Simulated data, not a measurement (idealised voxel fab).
process module | voxel transistor to metal
cross-section cut | 205 nm wide | cells 5 nm
A cross-section is a grid of square cells, given in bands from the top down. A band is one or more rows of cells.
Each band's line starts with the height of the band's top and of its bottom, in nm. Then come its materials from left to right, each with its width in nm. One material with "throughout" fills the band from edge to edge. "air" is empty space.
Height 0 is the level under which the wafer as received is all one material. The lowest band goes on downwards, as in "0 down".
A width such as "30 to 40" changes by the same amount from each row of cells to the next, from the band's top row to its bottom row.
"no change" after a step means that no cell of the cross-section changed.
closed voids: empty space of 8 cells or more with no open way to the top, each as width x height at its distance from the left edge, in nm
after a step's settings: what the simulator itself notes on the step
overlay nm, on a step with a mask: how far to the right of its planned place the mask lay; to the left if negative
plan
1 op RECEIVE | material Si
2 op CONFORMAL_DEP | material SiO2 | thk nm 5
3 op CONFORMAL_DEP | material SiN | thk nm 15
4 op PATTERN | tone cover | mask id ACTIVE | material resist | width nm 105 | thk nm 20 | overlay nm 0
5 op DIRECTIONAL_ETCH | etch materials SiN | depth nm 15
6 op DIRECTIONAL_ETCH | etch materials SiO2 | depth nm 5
7 op DIRECTIONAL_ETCH | etch materials Si | depth nm 30
8 op STRIP | etch materials resist
9 op OXIDIZE | depth nm 5
10 op FILL_DEP | material SiO2 | thk nm 15
11 op CMP | height nm 20
12 op SELECTIVE_ETCH | etch materials SiO2 | depth nm 15
13 op STRIP | etch materials SiN
14 op SELECTIVE_ETCH | etch materials SiO2 | depth nm 5
15 op OXIDIZE | depth nm 5
16 op DIRECTIONAL_DEP | material polySi | thk nm 25
17 op DIRECTIONAL_DEP | material SiCN | thk nm 10
18 op PATTERN | tone cover | mask id GATE | material resist | width nm 25 | thk nm 15 | overlay nm 0
19 op DIRECTIONAL_ETCH | etch materials SiCN | depth nm 20
20 op DIRECTIONAL_ETCH | etch materials polySi | depth nm 35
21 op STRIP | etch materials resist
22 op CONFORMAL_DEP | material SiN | thk nm 10
23 op DIRECTIONAL_ETCH | etch materials SiN | depth nm 10
24 op DIRECTIONAL_ETCH | etch materials SiO2 | depth nm 5
25 op EPI | material nSi | thk nm 5
26 op FILL_DEP | material SiO2 | thk nm 10
27 op CMP | height nm 25
28 op STRIP | etch materials polySi
29 op SELECTIVE_ETCH | etch materials SiO2 | depth nm 5
30 op CONFORMAL_DEP | material HfO2 | thk nm 5
31 op CONFORMAL_DEP | material TiN | thk nm 5
32 op FILL_DEP | material W | thk nm 10
33 op CMP | height nm 20
34 op DIRECTIONAL_DEP | material SiO2 | thk nm 15
35 op MASKED_ETCH | tone open | mask id CONTACT | width nm 15 | pitch nm 80 | etch materials SiO2 | depth nm 35 | overlay nm 0
36 op CONFORMAL_DEP | material TiN | thk nm 5
37 op FILL_DEP | material W | thk nm 5
38 op CMP | height nm 35
39 op DIRECTIONAL_DEP | material TiN | thk nm 5
40 op DIRECTIONAL_DEP | material W | thk nm 15
41 op DIRECTIONAL_DEP | material aC | thk nm 10
42 op PATTERN | tone cover | mask id METAL_1 | material resist | width nm 15 | pitch nm 80 | thk nm 25 | overlay nm 0
43 op DIRECTIONAL_ETCH | etch materials aC | depth nm 10
44 op STRIP | etch materials resist
45 op DIRECTIONAL_ETCH | etch materials W | depth nm 15
46 op DIRECTIONAL_ETCH | etch materials TiN | depth nm 5
47 op STRIP | etch materials aC
48 op CONFORMAL_DEP | material SiCN | thk nm 5
49 op FILL_DEP | material SiO2 | thk nm 10
50 op CMP | height nm 55
51 op CONFORMAL_DEP | material SiCN | thk nm 5
52 op DIRECTIONAL_DEP | material SiO2 | thk nm 30
53 op MASKED_ETCH | tone open | mask id METAL_2 | width nm 15 | pitch nm 80 | etch materials SiO2 | depth nm 20 | overlay nm 0
54 op DIRECTIONAL_DEP | material aC | thk nm 15
55 op PATTERN | tone open | mask id METAL_2_HOLES | material resist | width nm 15 | pitch nm 80 | thk nm 35 | overlay nm 0
56 op DIRECTIONAL_ETCH | etch materials aC | depth nm 15
57 op STRIP | etch materials resist
58 op DIRECTIONAL_ETCH | etch materials SiO2 | depth nm 10
59 op DIRECTIONAL_ETCH | etch materials SiCN | depth nm 5
60 op STRIP | etch materials aC
61 op CONFORMAL_DEP | material TiN | thk nm 5
62 op FILL_DEP | material Cu | thk nm 5
63 op CMP | height nm 90
64 op CONFORMAL_DEP | material SiCN | thk nm 5
as received, after step 1
  0 down: Si throughout
  closed voids: none
first wafer at the end, as planned
  95 to 90: SiCN throughout
  90 to 60: SiO2 55 | TiN 5 | Cu 5 | TiN 5 | SiO2 65 | TiN 5 | Cu 5 | TiN 5 | SiO2 55
  60 to 55: SiCN 55 | TiN 15 | SiCN 65 | TiN 15 | SiCN 55
  55 to 40: SiO2 50 | SiCN 5 | W 15 | SiCN 5 | SiO2 55 | SiCN 5 | W 15 | SiCN 5 | SiO2 50
  40 to 35: SiCN 55 | TiN 15 | SiCN 65 | TiN 15 | SiCN 55
  35 to 20: SiO2 55 | TiN 5 | W 5 | TiN 5 | SiO2 65 | TiN 5 | W 5 | TiN 5 | SiO2 55
  20 to 5: SiO2 55 | TiN 5 | W 5 | TiN 5 | SiO2 10 | SiN 10 | HfO2 5 | TiN 5 | W 5 | TiN 5 | HfO2 5 | SiN 10 | SiO2 10 | TiN 5 | W 5 | TiN 5 | SiO2 55
  5 to 0: SiO2 55 | TiN 15 | SiO2 10 | SiN 10 | HfO2 5 | TiN 15 | HfO2 5 | SiN 10 | SiO2 10 | TiN 15 | SiO2 55
  0 to -5: SiO2 50 | nSi 30 | SiO2 5 | HfO2 35 | SiO2 5 | nSi 30 | SiO2 50
  -5 to -35: SiO2 55 | Si 95 | SiO2 55
  -35 down: Si throughout
  closed voids: none
second wafer at the end: like start, like plan, one mistake
  95 to 90: SiCN throughout
  90 to 60: SiO2 55 | TiN 5 | Cu 5 | TiN 5 | SiO2 65 | TiN 5 | Cu 5 | TiN 5 | SiO2 55
  60 to 55: SiCN 55 | TiN 15 | SiCN 65 | TiN 15 | SiCN 55
  55 to 40: SiO2 50 | SiCN 5 | W 15 | SiCN 5 | SiO2 55 | SiCN 5 | W 15 | SiCN 5 | SiO2 50
  40 to 35: SiCN 55 | TiN 15 | SiCN 65 | TiN 15 | SiCN 55
  35 to 20: SiO2 55 | TiN 5 | W 5 | TiN 5 | SiO2 65 | TiN 5 | W 5 | TiN 5 | SiO2 55
  20 to 5: SiO2 55 | TiN 5 | W 5 | TiN 5 | SiO2 10 | SiN 10 | HfO2 5 | TiN 5 | W 5 | TiN 5 | HfO2 5 | SiN 10 | SiO2 10 | TiN 5 | W 5 | TiN 5 | SiO2 55
  5 to 0: SiO2 55 | TiN 15 | SiO2 10 | SiN 10 | HfO2 5 | TiN 15 | HfO2 5 | SiN 10 | SiO2 10 | TiN 15 | SiO2 55
  0 to -5: SiO2 45 | SiN 10 | nSi 25 | SiO2 5 | HfO2 35 | SiO2 5 | nSi 25 | SiN 10 | SiO2 45
  -5 to -15: SiO2 45 | SiN 10 | SiO2 5 | Si 85 | SiO2 5 | SiN 10 | SiO2 45
  -15 to -20: SiO2 60 | Si 85 | SiO2 60
  -20 to -35: SiO2 55 | Si 95 | SiO2 55
  -35 down: Si throughout
  closed voids: none
what went wrong: step 12 was run twice
at the end the second wafer has, in cells: 6 fewer of Si | 12 more of SiN | 4 fewer of SiO2 | 2 fewer of nSi
